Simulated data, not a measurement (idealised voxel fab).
Herein follows the process module entitled voxel capacitor over wiring.
Section cut is 270 nm wide and gridded with 5 nm square cells.
A cross-section is written here as square cells arranged in a grid, and it is given in bands from the top down, each band taking up one or more rows of cells.
First you get the band's top height and its bottom height, in nm, and then the materials it's made of, left to right, with each width in nm. If you see a single material with "edge to edge", that one covers the band edge to edge. "empty" is empty space.
Measure heights from 0. That's the level where, below it, the as-received wafer is all one material. The lowest band is bottomless and extends downward; write it as in "0 down".
Width "30 to 40": first value at the band's top row of cells, second value at its bottom row, equal change from row to row.
Step note "remains unaltered" = no cross-section cell changed.
You'll see "Unvented internal voids" listing empty spaces that have no way open to the top, as long as they're 8 cells or more; the notation is width x height at distance, where the distance is from the left edge, and all of it is in nm.
Formally, on a step line, whatever follows the settings is a remark that the simulator itself makes on the step.
overlay nm: mask offset rightward from planned place, masked step; negative means leftward offset.

[Process steps foreseen in the plan]
1,RECEIVE, material Si
2,CONFORMAL_DEP, material SiO2, thk nm 15
3,CONFORMAL_DEP, material SiN, thk nm 5
4,DIRECTIONAL_DEP, material lowk, thk nm 15
5,PATTERN, tone open, mask id METAL_1, material resist, width nm 25, pitch nm 85, thk nm 15, overlay nm 0
6,DIRECTIONAL_ETCH, etch materials lowk, depth nm 15
7,DIRECTIONAL_ETCH, etch materials SiN, depth nm 5
8,STRIP, etch materials resist
9,CONFORMAL_DEP, material TiN, thk nm 5
10,FILL_DEP, material Cu, thk nm 10
11,CMP, height nm 35
12,CONFORMAL_DEP, material SiCN, thk nm 5
13,DIRECTIONAL_DEP, material lowk, thk nm 20
14,PATTERN, tone open, mask id PLUG_1, material resist, width nm 15, thk nm 15, overlay nm 0
15,DIRECTIONAL_ETCH, etch materials lowk, depth nm 20
16,DIRECTIONAL_ETCH, etch materials SiCN, depth nm 5
17,STRIP, etch materials resist
18,EPI, material Ru, thk nm 10
19,EPI, material Ru, thk nm 10
20,EPI, material Ru, thk nm 5
21,DIRECTIONAL_DEP, material TiN, thk nm 5
22,DIRECTIONAL_DEP, material HfO2, thk nm 5
23,DIRECTIONAL_DEP, material TiN, thk nm 10
24,DIRECTIONAL_DEP, material aC, thk nm 10
25,PATTERN, tone cover, mask id UPPER_PLATE, material resist, width nm 65, thk nm 30, overlay nm 0
26,DIRECTIONAL_ETCH, etch materials aC, depth nm 10
27,STRIP, etch materials resist
28,DIRECTIONAL_ETCH, etch materials TiN, depth nm 10
29,DIRECTIONAL_ETCH, etch materials HfO2, depth nm 5
30,STRIP, etch materials aC
31,DIRECTIONAL_DEP, material aC, thk nm 15
32,PATTERN, tone cover, mask id LOWER_PLATE, material resist, width nm 65, thk nm 35, overlay nm 0
33,DIRECTIONAL_ETCH, etch materials aC, depth nm 15
34,STRIP, etch materials resist
35,DIRECTIONAL_ETCH, etch materials TiN, depth nm 5
36,STRIP, etch materials aC
37,FILL_DEP, material SiO2, thk nm 20
38,CMP, height nm 95
39,DIRECTIONAL_DEP, material aC, thk nm 10
40,PATTERN, tone open, mask id PLUG_2, material resist, width nm 15, thk nm 25, overlay nm 0
41,DIRECTIONAL_ETCH, etch materials aC, depth nm 10
42,STRIP, etch materials resist
43,DIRECTIONAL_ETCH, etch materials SiO2, depth nm 15
44,STRIP, etch materials aC
45,CONFORMAL_DEP, material TiN, thk nm 5
46,FILL_DEP, material Cu, thk nm 5
47,CMP, height nm 95
48,CONFORMAL_DEP, material SiCN, thk nm 5
The wafers are alike at the start. At step 32, their width nm differs. The plan lists the first wafer's value.

[Cross-sectional view of the first of several wafers in the as-received condition, corresponding to the state following step 1]
- 0 down  Si edge to edge
- Unvented internal voids: none

[At the end of the module, after its last step, step 48, the first of several wafers appears in cross-section as follows]
- 100 to 95  SiCN edge to edge
- 95 to 85  SiO2 (100) / TiN (5) / Cu (5) / TiN (5) / SiO2 (155)
- 85 to 80  SiO2 (100) / TiN (15) / SiO2 (155)
- 80 to 70  SiO2 (90) / TiN (65) / SiO2 (115)
- 70 to 65  SiO2 (90) / HfO2 (65) / SiO2 (115)
- 65 to 60  SiO2 (90) / TiN (65) / SiO2 (115)
- 60 to 40  lowk (90) / Ru (15) / lowk (165)
- 40 to 35  SiCN (90) / Ru (15) / SiCN (165)
- 35 to 20  lowk (80) / TiN (5) / Cu (15) / TiN (5) / lowk (60) / TiN (5) / Cu (15) / TiN (5) / lowk (80)
- 20 to 15  SiN (80) / TiN (25) / SiN (60) / TiN (25) / SiN (80)
- 15 to 0  SiO2 edge to edge
- 0 down  Si edge to edge
- Unvented internal voids: none

[Sectional view of the last wafer upon completion of the module]
- 100 to 95  SiCN edge to edge
- 95 to 85  SiO2 (100) / TiN (5) / Cu (5) / TiN (5) / SiO2 (155)
- 85 to 80  SiO2 (100) / TiN (15) / SiO2 (155)
- 80 to 70  SiO2 (90) / TiN (65) / SiO2 (115)
- 70 to 65  SiO2 (90) / HfO2 (65) / SiO2 (115)
- 65 to 60  SiO2 (80) / TiN (90) / SiO2 (100)
- 60 to 40  lowk (90) / Ru (15) / lowk (165)
- 40 to 35  SiCN (90) / Ru (15) / SiCN (165)
- 35 to 20  lowk (80) / TiN (5) / Cu (15) / TiN (5) / lowk (60) / TiN (5) / Cu (15) / TiN (5) / lowk (80)
- 20 to 15  SiN (80) / TiN (25) / SiN (60) / TiN (25) / SiN (80)
- 15 to 0  SiO2 edge to edge
- 0 down  Si edge to edge
- Unvented internal voids: none

[Row per wafer, end-of-module: cell gain (+)/loss (-) by material since the wafer came in, then closed voids]
width nm 65, +20 Cu, +13 HfO2, +15 Ru, +105 SiCN, +44 SiN, +479 SiO2, +68 TiN, +336 lowk, Unvented internal voids: none
width nm 70, +20 Cu, +13 HfO2, +15 Ru, +105 SiCN, +44 SiN, +478 SiO2, +69 TiN, +336 lowk, Unvented internal voids: none
width nm 75, +20 Cu, +13 HfO2, +15 Ru, +105 SiCN, +44 SiN, +477 SiO2, +70 TiN, +336 lowk, Unvented internal voids: none
width nm 80, +20 Cu, +13 HfO2, +15 Ru, +105 SiCN, +44 SiN, +476 SiO2, +71 TiN, +336 lowk, Unvented internal voids: none
width nm 85, +20 Cu, +13 HfO2, +15 Ru, +105 SiCN, +44 SiN, +475 SiO2, +72 TiN, +336 lowk, Unvented internal voids: none
width nm 90, +20 Cu, +13 HfO2, +15 Ru, +105 SiCN, +44 SiN, +474 SiO2, +73 TiN, +336 lowk, Unvented internal voids: none
